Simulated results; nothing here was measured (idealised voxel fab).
The following process module bears the name voxel lift off.
The width of the displayed cross-section, cut, is 295 nm; its cells are square, with a size of 5 nm.
This document writes a cross-section as a grid whose cells are square, and gives it as bands, listed from the top down; one or more rows of cells form a band.
First you get the band's top height and its bottom height, in nm, and then the materials it's made of, left to right, with each width in nm. If you see a single material with "full width", that one covers the band edge to edge. "empty" is empty space.
Beneath 0, the wafer as received is one material, and that level is where height counting begins. The lowest band goes on downward without a bottom; it is written like "0..down".
The notation "30..40" denotes a width that varies across the rows of cells in the band, beginning at the first number in the top row, finishing at the second number in the bottom row, and changing by an identical amount from each row to the next.
When a step is marked "no alterations made", none of the cells in the cross-section changed during that step.
Any empty space of 8 cells or more lacking an open way to the top shows up in "Sealed internal voids" as width x height at distance, distance from the left edge, in nm.
Post-settings text on a step line: simulator's own remark regarding the step.
The optional step-line setting "overlay nm" applies to steps with a mask and quantifies how far to the right of its planned location the mask lay, a negative value indicating leftward placement.
The steps planned for the process are as follows
1. op RECEIVE | material Si
2. op CONFORMAL_DEP | material SiN | thk nm 15
3. op PATTERN | tone open | mask id LINES | material resist | width nm 20 | pitch nm 35 | thk nm 30 | overlay nm 0
4. op DIRECTIONAL_DEP | material Ru | thk nm 15
5. op STRIP | etch materials resist
6. op CONFORMAL_DEP | material SiN | thk nm 5
Run as planned: first of two wafers
Wafer at receipt (post step 1), cross-section
> 0..down: Si full width
> Sealed internal voids: none
Once step 2 is through, the wafer looks like this in cross-section
> 15..0: SiN full width
> Lower than 0, everything is as it was.
Once step 3 is through, the wafer looks like this in cross-section
> 45..15: resist: 120; empty: 20; resist: 15; empty: 20; resist: 120
> Lower than 15, everything is as it was.
Once step 4 is through, the wafer looks like this in cross-section
> 60..45: Ru: 120; empty: 20; Ru: 15; empty: 20; Ru: 120
> 45..30: resist: 120; empty: 20; resist: 15; empty: 20; resist: 120
> 30..15: resist: 120; Ru: 20; resist: 15; Ru: 20; resist: 120
> Lower than 15, everything is as it was.
Once step 5 is through, the wafer looks like this in cross-section
> 30..15: empty: 120; Ru: 20; empty: 15; Ru: 20; empty: 120
> Lower than 15, everything is as it was.
Once step 6 is through, the wafer looks like this in cross-section
> 35..30: empty: 115; SiN: 30; empty: 5; SiN: 30; empty: 115
> 30..20: empty: 115; SiN: 5; Ru: 20; SiN: 5; empty: 5; SiN: 5; Ru: 20; SiN: 5; empty: 115
> 20..15: SiN: 120; Ru: 20; SiN: 15; Ru: 20; SiN: 120
> Lower than 15, everything is as it was.
The second wafer began exactly as the first did and followed the same plan, but one mistake was made while running it; through step 1 inclusive, the two wafers are identical
X-section, second wafer, when step 2 was due to finish
> 30..0: SiN full width
> Lower than 0, everything is as it was.
X-section, second wafer, when step 3 was due to finish
> 60..30: resist: 120; empty: 20; resist: 15; empty: 20; resist: 120
> Lower than 30, everything is as it was.
X-section, second wafer, when step 4 was due to finish
> 75..60: Ru: 120; empty: 20; Ru: 15; empty: 20; Ru: 120
> 60..45: resist: 120; empty: 20; resist: 15; empty: 20; resist: 120
> 45..30: resist: 120; Ru: 20; resist: 15; Ru: 20; resist: 120
> Lower than 30, everything is as it was.
X-section, second wafer, when step 5 was due to finish
> 45..30: empty: 120; Ru: 20; empty: 15; Ru: 20; empty: 120
> Lower than 30, everything is as it was.
X-section, second wafer, when step 6 was due to finish
> 50..45: empty: 115; SiN: 30; empty: 5; SiN: 30; empty: 115
> 45..35: empty: 115; SiN: 5; Ru: 20; SiN: 5; empty: 5; SiN: 5; Ru: 20; SiN: 5; empty: 115
> 35..30: SiN: 120; Ru: 20; SiN: 15; Ru: 20; SiN: 120
> Lower than 30, everything is as it was.
The plan and the run diverged here: step 2 from the plan got run twice
Cell-count delta at end, second wafer over first, by material: +177 SiN
